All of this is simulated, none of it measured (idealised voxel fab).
This is a process module. Its name is voxel double patterning.
Cross-section cut spans 175 nm and uses square cells 5 nm in size.
Throughout this document, each cross-section is represented as a grid of square cells and is presented as a sequence of bands enumerated from the top downward, where a band comprises one or more rows of cells. The band entry comprises the height of the band's top followed by the height of its bottom, expressed in nm, and subsequently the band's materials from left to right, each stated together with its width in nm. Where a single material is marked with the word "all across", that material fills the band from edge to edge. The word "empty" represents empty space. Ref level 0: as-received wafer is one material below here. Bottom band extends down with no lower bound ("z 0 and below"). The two numbers in a width such as "30..40" mark its ends across the band: the first belongs to the top row of cells, the second to the bottom row, and from each row to the next the width moves by the same amount. You'll sometimes find "identical to before" written for a step, and that's the way of saying that nowhere in the cross-section did a cell change during that step. This entry, "Enclosed empty spaces", enumerates those empty regions of no fewer than 8 cells that possess no open connection to the top. Each region is reported in the form width x height at distance, the distance being taken from the left edge, with all three quantities expressed in nm. Formally, on a step line, whatever follows the settings is a remark that the simulator itself makes on the step. For masked steps, "overlay nm" on the step line gives how far right of plan the mask actually lay; a minus sign means it lay to the left.
### Intended process steps
1. RECEIVE [material Si]
2. CONFORMAL_DEP [material SiN] [thk nm 10]
3. DIRECTIONAL_DEP [material SiO2] [thk nm 20]
4. DIRECTIONAL_DEP [material SiCN] [thk nm 10]
5. MASKED_ETCH [tone open] [mask id FIRST] [width nm 15] [pitch nm 50] [etch materials SiCN] [depth nm 10] [overlay nm 0]
6. DIRECTIONAL_DEP [material aC] [thk nm 15]
7. PATTERN [tone open] [mask id SECOND] [material resist] [width nm 15] [thk nm 35] [overlay nm 0]
8. DIRECTIONAL_ETCH [etch materials aC] [depth nm 15]
9. STRIP [etch materials resist]
10. DIRECTIONAL_ETCH [etch materials SiCN] [depth nm 10]
11. STRIP [etch materials aC]
12. DIRECTIONAL_ETCH [etch materials SiO2] [depth nm 20]
13. STRIP [etch materials SiCN]
### The first of two wafers, run as planned
### as received, after step 1
z 0 and below  Si all across
Enclosed empty spaces: none
### The following cross-section depicts the wafer upon completion of step 2
z 10 to 0  SiN all across
Everything under 0 stays put, no change at all.
### The following cross-section depicts the wafer upon completion of step 3
z 30 to 10  SiO2 all across
Everything under 10 stays put, no change at all.
### The following cross-section depicts the wafer upon completion of step 4
z 40 to 30  SiCN all across
Everything under 30 stays put, no change at all.
### The following cross-section depicts the wafer upon completion of step 5
z 40 to 30  SiCN (55), then empty (15), then SiCN (35), then empty (15), then SiCN (55)
Everything under 30 stays put, no change at all.
### The following cross-section depicts the wafer upon completion of step 6
z 55 to 45  aC (55), then empty (15), then aC (35), then empty (15), then aC (55)
z 45 to 40  aC all across
z 40 to 30  SiCN (55), then aC (15), then SiCN (35), then aC (15), then SiCN (55)
Everything under 30 stays put, no change at all.
### The following cross-section depicts the wafer upon completion of step 7
z 90 to 55  resist (80), then empty (15), then resist (80)
z 55 to 45  aC (55), then resist (15), then aC (35), then resist (15), then aC (55)
Everything under 45 stays put, no change at all.
### The following cross-section depicts the wafer upon completion of step 8
z 75 to 55  resist (80), then empty (15), then resist (80)
z 55 to 45  aC (55), then resist (15), then aC (10), then empty (15), then aC (10), then resist (15), then aC (55)
z 45 to 40  aC (80), then empty (15), then aC (80)
Everything under 40 stays put, no change at all.
### The following cross-section depicts the wafer upon completion of step 9
z 55 to 45  aC (55), then empty (15), then aC (10), then empty (15), then aC (10), then empty (15), then aC (55)
Everything under 45 stays put, no change at all.
### The following cross-section depicts the wafer upon completion of step 10
z 55 to 45  aC (55), then empty (15), then aC (10), then empty (15), then aC (10), then empty (15), then aC (55)
z 45 to 40  aC (80), then empty (15), then aC (80)
z 40 to 30  SiCN (55), then aC (15), then SiCN (10), then empty (15), then SiCN (10), then aC (15), then SiCN (55)
Everything under 30 stays put, no change at all.
### The following cross-section depicts the wafer upon completion of step 11
z 40 to 30  SiCN (55), then empty (15), then SiCN (10), then empty (15), then SiCN (10), then empty (15), then SiCN (55)
Everything under 30 stays put, no change at all.
### The following cross-section depicts the wafer upon completion of step 12
z 40 to 30  SiCN (55), then empty (15), then SiCN (10), then empty (15), then SiCN (10), then empty (15), then SiCN (55)
z 30 to 10  SiO2 (55), then empty (15), then SiO2 (10), then empty (15), then SiO2 (10), then empty (15), then SiO2 (55)
Everything under 10 stays put, no change at all.
### The following cross-section depicts the wafer upon completion of step 13
z 30 to 10  SiO2 (55), then empty (15), then SiO2 (10), then empty (15), then SiO2 (10), then empty (15), then SiO2 (55)
Everything under 10 stays put, no change at all.
### Wafer two. Same start, same plan, one slip in execution. Same as wafer one through step 6, inclusive
### The second wafer in cross-section, at the planned close of step 7
z 90 to 55  resist (75), then empty (25), then resist (75)
z 55 to 45  aC (55), then resist (15), then aC (35), then resist (15), then aC (55)
Everything under 45 stays put, no change at all.
### The second wafer in cross-section, at the planned close of step 8
z 75 to 55  resist (75), then empty (25), then resist (75)
z 55 to 45  aC (55), then resist (15), then aC (5), then empty (25), then aC (5), then resist (15), then aC (55)
z 45 to 40  aC (75), then empty (25), then aC (75)
Everything under 40 stays put, no change at all.
### The second wafer in cross-section, at the planned close of step 9
z 55 to 45  aC (55), then empty (15), then aC (5), then empty (25), then aC (5), then empty (15), then aC (55)
Everything under 45 stays put, no change at all.
### The second wafer in cross-section, at the planned close of step 10
z 55 to 45  aC (55), then empty (15), then aC (5), then empty (25), then aC (5), then empty (15), then aC (55)
z 45 to 40  aC (75), then empty (25), then aC (75)
z 40 to 30  SiCN (55), then aC (15), then SiCN (5), then empty (25), then SiCN (5), then aC (15), then SiCN (55)
Everything under 30 stays put, no change at all.
### The second wafer in cross-section, at the planned close of step 11
z 40 to 30  SiCN (55), then empty (15), then SiCN (5), then empty (25), then SiCN (5), then empty (15), then SiCN (55)
Everything under 30 stays put, no change at all.
### The second wafer in cross-section, at the planned close of step 12
z 40 to 30  SiCN (55), then empty (15), then SiCN (5), then empty (25), then SiCN (5), then empty (15), then SiCN (55)
z 30 to 10  SiO2 (55), then empty (15), then SiO2 (5), then empty (25), then SiO2 (5), then empty (15), then SiO2 (55)
Everything under 10 stays put, no change at all.
### The second wafer in cross-section, at the planned close of step 13
z 30 to 10  SiO2 (55), then empty (15), then SiO2 (5), then empty (25), then SiO2 (5), then empty (15), then SiO2 (55)
Everything under 10 stays put, no change at all.
Want to know what went wrong? planned and actual differ for step 7; actual: PATTERN [tone open] [mask id SECOND] [material resist] [width nm 25] [thk nm 35] [overlay nm 0]
Materials where the second wafer ends with more or fewer cells than the first: -8 SiO2
